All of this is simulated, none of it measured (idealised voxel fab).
process module | voxel ribs on slabs
cross-section cut | 250 nm wide | cells 5 nm
A cross-section is a grid of square cells, given in bands from the top down. A band is one or more rows of cells.
Each band's line starts with the height of the band's top and of its bottom, in nm. Then come its materials from left to right, each with its width in nm. One material with "throughout" fills the band from edge to edge. "air" is empty space.
Height 0 is the level under which the wafer as received is all one material. The lowest band goes on downwards, as in "0 down".
A width such as "30 to 40" changes by the same amount from each row of cells to the next, from the band's top row to its bottom row.
"no change" after a step means that no cell of the cross-section changed.
closed voids: empty space of 8 cells or more with no open way to the top, each as width x height at its distance from the left edge, in nm
after a step's settings: what the simulator itself notes on the step
overlay nm, on a step with a mask: how far to the right of its planned place the mask lay; to the left if negative
plan
1 op RECEIVE | material Si
2 op DIRECTIONAL_DEP | material SiO2 | thk nm 20
3 op DIRECTIONAL_DEP | material polySi | thk nm 20
4 op MASKED_ETCH | tone cover | mask id RIB | width nm 20 | etch materials polySi | depth nm 5 | overlay nm 0
5 op DIRECTIONAL_DEP | material aC | thk nm 10
6 op PATTERN | tone cover | mask id SLAB | material resist | width nm 80 | thk nm 30 | overlay nm 0
7 op DIRECTIONAL_ETCH | etch materials aC | depth nm 10
8 op STRIP | etch materials resist
9 op DIRECTIONAL_ETCH | etch materials polySi | depth nm 15
10 op STRIP | etch materials aC
11 op FILL_DEP | material SiO2 | thk nm 30
12 op CMP | height nm 60
13 op DIRECTIONAL_DEP | material W | thk nm 5
14 op MASKED_ETCH | tone cover | mask id HEATER | width nm 30 | etch materials W | depth nm 5 | overlay nm 0
15 op CONFORMAL_DEP | material SiN | thk nm 10
as received, after step 1
  0 down: Si throughout
  closed voids: none
first wafer at the end, as planned
  75 to 70: air 100 | SiN 50 | air 100
  70 to 65: SiN throughout
  65 to 60: SiN 110 | W 30 | SiN 110
  60 to 40: SiO2 throughout
  40 to 35: SiO2 115 | polySi 20 | SiO2 115
  35 to 20: SiO2 85 | polySi 80 | SiO2 85
  20 to 0: SiO2 throughout
  0 down: Si throughout
  closed voids: none
second wafer at the end: like start, like plan, one mistake
  75 to 70: air 100 | SiN 50 | air 100
  70 to 65: SiN throughout
  65 to 60: SiN 110 | W 30 | SiN 110
  60 to 35: SiO2 throughout
  35 to 25: polySi 85 | SiO2 80 | polySi 85
  25 to 20: polySi 85 | SiO2 30 | polySi 20 | SiO2 30 | polySi 85
  20 to 0: SiO2 throughout
  0 down: Si throughout
  closed voids: none
what went wrong: step 6 ran as: op PATTERN | tone open | mask id SLAB | material resist | width nm 80 | thk nm 30 | overlay nm 0
at the end the second wafer has, in cells: 54 fewer of SiO2 | 54 more of polySi
